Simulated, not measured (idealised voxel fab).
process module | voxel air gaps
cross-section cut | 170 nm wide | cells 5 nm
A cross-section is a grid of square cells, given in bands from the top down. A band is one or more rows of cells.
Each band's line starts with the height of the band's top and of its bottom, in nm. Then come its materials from left to right, each with its width in nm. One material with "throughout" fills the band from edge to edge. "air" is empty space.
Height 0 is the level under which the wafer as received is all one material. The lowest band goes on downwards, as in "0 down".
A width such as "30 to 40" changes by the same amount from each row of cells to the next, from the band's top row to its bottom row.
"no change" after a step means that no cell of the cross-section changed.
closed voids: empty space of 8 cells or more with no open way to the top, each as width x height at its distance from the left edge, in nm
after a step's settings: what the simulator itself notes on the step
overlay nm, on a step with a mask: how far to the right of its planned place the mask lay; to the left if negative
plan
1 op RECEIVE | material Si
2 op CONFORMAL_DEP | material SiO2 | thk nm 15
3 op CONFORMAL_DEP | material SiCN | thk nm 5
4 op DIRECTIONAL_DEP | material lowk | thk nm 35
5 op MASKED_ETCH | tone open | mask id LINES | width nm 20 | pitch nm 50 | etch materials lowk | depth nm 35 | overlay nm 0
6 op CONFORMAL_DEP | material TiN | thk nm 5
7 op FILL_DEP | material Ru | thk nm 5
8 op CMP | height nm 55
9 op EPI | material Ru | thk nm 10
10 op SELECTIVE_ETCH | etch materials lowk | depth nm 45
11 op CONFORMAL_DEP | material SiCN | thk nm 5
first wafer, as planned
as received, after step 1
  0 down: Si throughout
  closed voids: none
after step 2
  15 to 0: SiO2 throughout
  below 0: unchanged
after step 3
  20 to 15: SiCN throughout
  below 15: unchanged
after step 4
  55 to 20: lowk throughout
  below 20: unchanged
after step 5
  55 to 20: lowk 25 | air 20 | lowk 30 | air 20 | lowk 30 | air 20 | lowk 25
  below 20: unchanged
after step 6
  60 to 55: TiN 30 | air 10 | TiN 40 | air 10 | TiN 40 | air 10 | TiN 30
  55 to 25: lowk 25 | TiN 5 | air 10 | TiN 5 | lowk 30 | TiN 5 | air 10 | TiN 5 | lowk 30 | TiN 5 | air 10 | TiN 5 | lowk 25
  25 to 20: lowk 25 | TiN 20 | lowk 30 | TiN 20 | lowk 30 | TiN 20 | lowk 25
  below 20: unchanged
after step 7
  65 to 60: Ru throughout
  60 to 55: TiN 30 | Ru 10 | TiN 40 | Ru 10 | TiN 40 | Ru 10 | TiN 30
  55 to 25: lowk 25 | TiN 5 | Ru 10 | TiN 5 | lowk 30 | TiN 5 | Ru 10 | TiN 5 | lowk 30 | TiN 5 | Ru 10 | TiN 5 | lowk 25
  below 25: unchanged
after step 8
  55 to 25: lowk 25 | TiN 5 | Ru 10 | TiN 5 | lowk 30 | TiN 5 | Ru 10 | TiN 5 | lowk 30 | TiN 5 | Ru 10 | TiN 5 | lowk 25
  below 25: unchanged
after step 9
  65 to 55: air 15 | Ru 40 | air 10 | Ru 40 | air 10 | Ru 40 | air 15
  below 55: unchanged
after step 10
  65 to 55: air 15 | Ru 40 | air 10 | Ru 40 | air 10 | Ru 40 | air 15
  55 to 25: air 25 | TiN 5 | Ru 10 | TiN 5 | air 30 | TiN 5 | Ru 10 | TiN 5 | air 30 | TiN 5 | Ru 10 | TiN 5 | air 25
  25 to 20: air 25 | TiN 20 | air 30 | TiN 20 | air 30 | TiN 20 | air 25
  below 20: unchanged
after step 11
  70 to 65: air 10 | SiCN 150 | air 10
  65 to 55: air 10 | SiCN 5 | Ru 40 | SiCN 10 | Ru 40 | SiCN 10 | Ru 40 | SiCN 5 | air 10
  55 to 50: air 10 | SiCN 15 | TiN 5 | Ru 10 | TiN 5 | SiCN 30 | TiN 5 | Ru 10 | TiN 5 | SiCN 30 | TiN 5 | Ru 10 | TiN 5 | SiCN 15 | air 10
  50 to 25: air 20 | SiCN 5 | TiN 5 | Ru 10 | TiN 5 | SiCN 5 | air 20 | SiCN 5 | TiN 5 | Ru 10 | TiN 5 | SiCN 5 | air 20 | SiCN 5 | TiN 5 | Ru 10 | TiN 5 | SiCN 5 | air 20
  25 to 20: SiCN 25 | TiN 20 | SiCN 30 | TiN 20 | SiCN 30 | TiN 20 | SiCN 25
  below 20: unchanged
  closed voids: 20 x 25 at 50; 20 x 25 at 100
second wafer: like start, like plan, one mistake. Through step 4 it matches the first wafer
when step 5 should have ended
  55 to 20: air 25 | lowk 20 | air 30 | lowk 20 | air 30 | lowk 20 | air 25
  below 20: unchanged
when step 6 should have ended
  60 to 55: air 20 | TiN 30 | air 20 | TiN 30 | air 20 | TiN 30 | air 20
  55 to 25: air 20 | TiN 5 | lowk 20 | TiN 5 | air 20 | TiN 5 | lowk 20 | TiN 5 | air 20 | TiN 5 | lowk 20 | TiN 5 | air 20
  25 to 20: TiN 25 | lowk 20 | TiN 30 | lowk 20 | TiN 30 | lowk 20 | TiN 25
  below 20: unchanged
when step 7 should have ended
  65 to 60: Ru throughout
  60 to 55: Ru 20 | TiN 30 | Ru 20 | TiN 30 | Ru 20 | TiN 30 | Ru 20
  55 to 25: Ru 20 | TiN 5 | lowk 20 | TiN 5 | Ru 20 | TiN 5 | lowk 20 | TiN 5 | Ru 20 | TiN 5 | lowk 20 | TiN 5 | Ru 20
  below 25: unchanged
when step 8 should have ended
  55 to 25: Ru 20 | TiN 5 | lowk 20 | TiN 5 | Ru 20 | TiN 5 | lowk 20 | TiN 5 | Ru 20 | TiN 5 | lowk 20 | TiN 5 | Ru 20
  below 25: unchanged
when step 9 should have ended
  65 to 55: Ru throughout
  below 55: unchanged
when step 10 should have ended: no change
when step 11 should have ended
  70 to 65: SiCN throughout
  below 65: unchanged
what went wrong: step 5 ran as: op MASKED_ETCH | tone cover | mask id LINES | width nm 20 | pitch nm 50 | etch materials lowk | depth nm 35 | overlay nm 0
at the end the second wafer has, in cells: 80 more of Ru | 78 fewer of SiCN | 10 more of TiN | 84 more of lowk
closed voids at the end (first wafer, second wafer): 2, 0
